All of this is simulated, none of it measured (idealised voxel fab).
The process module that follows is named voxel ribs on slabs.
The cross-section shown here is cut; it is 175 nm wide and divided into square cells measuring 5 nm on a side.
Reading order for cross-sections: top band down to bottom band. Underlying form: a grid of square cells. Band size: one or more rows of cells.
In this notation a band is specified by the heights of its top and bottom, in that order and in nm, after which its materials appear from left to right, each paired with its width in nm. The word "all across" attached to a single material means that material fills the band from edge to edge; the word "empty" stands for empty space.
Height 0 is the level under which the wafer as received is all one material. The lowest band goes on downwards, as in "z 0 and below".
Width "30 to 40": first value at the band's top row of cells, second value at its bottom row, equal change from row to row.
Where a step carries "nothing was modified", the cross-section came out of it unchanged, cell for cell.
Look at "Fully enclosed voids" for the closed voids: empty spaces with no open path to the top, sized 8 cells or up. Each is width x height at distance, distance from the left edge, all nm.
If you see something after the settings on a step's line, that's the simulator's own remark about that step.
overlay nm: right-of-plan distance of the mask on a masked step; negative values mean left-of-plan.

## Here's what the planned process steps look like
1) RECEIVE,material Si
2) DIRECTIONAL_DEP,material SiO2,thk nm 20
3) DIRECTIONAL_DEP,material SiN,thk nm 15
4) MASKED_ETCH,tone cover,mask id RIB,width nm 25,etch materials SiN,depth nm 5,overlay nm 0
5) MASKED_ETCH,tone cover,mask id SLAB,width nm 55,etch materials SiN,depth nm 10,overlay nm 0
6) FILL_DEP,material SiO2,thk nm 15
7) CMP,height nm 45
8) DIRECTIONAL_DEP,material W,thk nm 10
9) PATTERN,tone cover,mask id HEATER,material resist,width nm 35,thk nm 15,overlay nm 0
10) DIRECTIONAL_ETCH,etch materials W,depth nm 10
11) STRIP,etch materials resist
12) CONFORMAL_DEP,material SiN,thk nm 10

## as received, after step 1
* z 0 and below = Si all across
* Fully enclosed voids: none

## The plan above was carried out on the starting structure above with one mistake, and this cross-section shows the wafer at the end of the module
* z 65 to 55 = empty: 60, SiN: 55, empty: 60
* z 55 to 45 = SiN: 70, W: 35, SiN: 70
* z 45 to 35 = SiO2 all across
* z 35 to 30 = SiO2: 65, SiN: 25, SiO2: 85
* z 30 to 20 = SiO2: 60, SiN: 55, SiO2: 60
* z 20 to 0 = SiO2 all across
* z 0 and below = Si all across
* Fully enclosed voids: none
Where did the run depart from the plan? not per plan at step 4, really ran MASKED_ETCH,tone cover,mask id RIB,width nm 25,etch materials SiN,depth nm 5,overlay nm -10
